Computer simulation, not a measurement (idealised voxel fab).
Herein follows the process module entitled voxel fin reveal.
For reference, the cross-section in this document is cut, with width 260 nm and square cells of 5 nm.
Format of a cross-section: grid, square cells. Given as bands. Order: top down. Band: one or more rows of cells.
The band entry comprises the height of the band's top followed by the height of its bottom, expressed in nm, and subsequently the band's materials from left to right, each stated together with its width in nm. Where a single material is marked with the word "edge to edge", that material fills the band from edge to edge. The word "empty" represents empty space.
Beneath 0, the wafer as received is one material, and that level is where height counting begins. The lowest band goes on downward without a bottom; it is written like "0 down".
When a width is written as two numbers, as in "30 to 40", the first number is the width in the top row of cells of the band and the second is the width in its bottom row, and the width changes by the same amount from each row to the next.
The cross-section has no changed cell in any step marked "left unchanged".
"Sealed void list": sealed empty spaces, 8 cells or more, no open way to top, listed width x height at distance, with distance from the left edge and width, height and distance in nm.
On each step's line, the part that comes after the settings is the simulator's own comment on the step.
"overlay nm" on a masked step: distance the mask lay right of its planned place, negative for left.
List of planned process steps:
1: op RECEIVE | material Si
2: op CONFORMAL_DEP | material SiN | thk nm 5
3: op PATTERN | tone cover | mask id FINS | material resist | width nm 15 | pitch nm 35 | thk nm 20 | overlay nm 0
4: op DIRECTIONAL_ETCH | etch materials SiN | depth nm 10
5: op DIRECTIONAL_ETCH | etch materials Si | depth nm 30
6: op STRIP | etch materials resist
7: op OXIDIZE | depth nm 5
8: op FILL_DEP | material SiO2 | thk nm 10
9: op CMP | height nm 10
10: op SELECTIVE_ETCH | etch materials SiO2 | depth nm 25
11: op STRIP | etch materials SiN
The wafers are alike at the start. At step 2, their thk nm differs. The plan lists the first wafer's value.
As received, i.e. after step 1: cross-section through the first of several wafers:
    0 down = Si edge to edge
    Sealed void list: none
Tabulated below, wafer by wafer, are the end-of-module results: for each material, the number of cells gained (+) or lost (-) relative to the as-received state, followed by the closed voids:
thk nm 5, -336 Si, +192 SiO2, Sealed void list: none
thk nm 10, -336 Si, +192 SiO2, Sealed void list: none
thk nm 15, no cell changed, Sealed void list: none
thk nm 20, no cell changed, Sealed void list: none
thk nm 25, no cell changed, Sealed void list: none
